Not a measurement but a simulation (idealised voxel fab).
Process module, titled voxel tone inversion
The figure presents cross-section cut, which has a width of 145 nm and is divided into square cells with an edge length of 5 nm.
Just so we're on the same page, the cross-sections are grids of square cells, and they're listed out in bands top to bottom, each band one or more rows deep.
Top, bottom (nm), then materials left to right with widths (nm); lone material tagged "throughout" fills the whole band edge to edge; "air" = empty space.
Convention: height 0 is the level below which the wafer, as received, is all one material. The lowest band does not terminate at the bottom but continues downward, represented as "0 nm and below".
The notation "30->40" denotes a width that varies across the rows of cells in the band, beginning at the first number in the top row, finishing at the second number in the bottom row, and changing by an identical amount from each row to the next.
Key: "remains unaltered" - step with no changed cell in the cross-section.
For the entry "Closed voids list", the listed items are empty spaces with no open way to the top whose size is 8 cells or more; each item follows the pattern width x height at distance, where distance is from the left edge and all three are in nm.
after a step's settings: what the simulator itself notes on the step
Each step line may optionally specify "overlay nm", which for a step with a mask gives the rightward distance between the mask's planned place and where it lay, a negative value indicating the leftward direction.
## Planned process steps
1,RECEIVE [material Si]
2,CONFORMAL_DEP [material SiCN] [thk nm 10]
3,DIRECTIONAL_DEP [material aC] [thk nm 15]
4,PATTERN [tone cover] [mask id POSTS] [material resist] [width nm 15] [pitch nm 30] [thk nm 20] [overlay nm 0]
5,DIRECTIONAL_ETCH [etch materials aC] [depth nm 15]
6,STRIP [etch materials resist]
7,FILL_DEP [material SiO2] [thk nm 5]
8,CMP [height nm 25]
9,STRIP [etch materials aC]
10,CONFORMAL_DEP [material TiN] [thk nm 5]
11,FILL_DEP [material Ru] [thk nm 5]
12,CMP [height nm 25]
13,CONFORMAL_DEP [material SiCN] [thk nm 5]
## Incoming wafer, cross-sectional view, post step 1
* 0 nm and below = Si throughout
* Closed voids list: none
## Figure: cross-sectional view of the wafer upon completion of the module, processed from the initial state and according to the plan depicted above, with one error introduced during execution
* 30 nm to 15 nm = SiCN throughout
* 15 nm to 0 nm = aC throughout
* 0 nm and below = Si throughout
* Closed voids list: none
Which mistake was made when the wafer was run? steps 2 and 3 traded places in the executed sequence
